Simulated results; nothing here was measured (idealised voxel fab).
Process module, titled voxel fin reveal
It is cross-section cut that appears here, measuring 185 nm in width, its square cells being 5 nm in size.
A cross-section is written here as square cells arranged in a grid, and it is given in bands from the top down, each band taking up one or more rows of cells. Top height, bottom height, nm. Materials left to right, width each, nm. Single material + "all across" = fills band edge to edge. "air" = empty. Where do heights start? At 0: under that level the wafer as delivered is made of one material only. And the lowest band has no floor; it just carries on downward, as in "from 0 down". A width such as "30 to 40" changes by the same amount from each row of cells to the next, from the band's top row to its bottom row. "changes: none" after a step means that no cell of the cross-section changed. "Tabulated closed voids" - sealed voids, min. 8 cells, no opening to top; format: width x height at distance (distance from left edge; nm throughout). Where a step's line continues beyond its settings, the continuation is a remark by the simulator itself on that step. overlay nm: right-of-plan distance of the mask on a masked step; negative values mean left-of-plan.
### Listed below are the process steps as planned
1: RECEIVE | material Si
2: CONFORMAL_DEP | material SiN | thk nm 5
3: DIRECTIONAL_DEP | material aC | thk nm 15
4: PATTERN | tone cover | mask id FINS | material resist | width nm 15 | pitch nm 45 | thk nm 35 | overlay nm 0
5: DIRECTIONAL_ETCH | etch materials aC | depth nm 15
6: STRIP | etch materials resist
7: DIRECTIONAL_ETCH | etch materials SiN | depth nm 5
8: DIRECTIONAL_ETCH | etch materials Si | depth nm 35
9: STRIP | etch materials aC
10: OXIDIZE | depth nm 5
11: FILL_DEP | material SiO2 | thk nm 10
12: CMP | height nm 5
13: SELECTIVE_ETCH | etch materials SiO2 | depth nm 20
14: STRIP | etch materials SiN
15: CONFORMAL_DEP | material SiO2 | thk nm 5
### As received (post step 1): cross-section
  from 0 down | Si all across
  Tabulated closed voids: none
### Cross-sectional view of the first of the two wafers upon completion of the module, processed in accordance with the plan
  from 5 to 0 | air=60; SiO2=15; air=30; SiO2=15; air=65
  from 0 to -10 | air=60; SiO2=5; Si=5; SiO2=5; air=30; SiO2=5; Si=5; SiO2=5; air=65
  from -10 to -40 | SiO2=65; Si=5; SiO2=40; Si=5; SiO2=70
  from -40 down | Si all across
  Tabulated closed voids: none
### End-of-module cross-section of the second wafer: identical starting point and process plan to the first, with one processing mistake
  from 5 to 0 | air=60; SiO2=15; air=30; SiO2=15; air=65
  from 0 to -30 | air=60; SiO2=5; Si=5; SiO2=5; air=30; SiO2=5; Si=5; SiO2=5; air=65
  from -30 to -40 | SiO2=65; Si=5; SiO2=40; Si=5; SiO2=70
  from -40 down | Si all across
  Tabulated closed voids: none
Deviation noted in wafer processing: plan step 13 was twice executed
It is noted that, at the conclusion of processing, the second wafer exhibits a higher or lower cell count for certain materials relative to the first: -124 SiO2
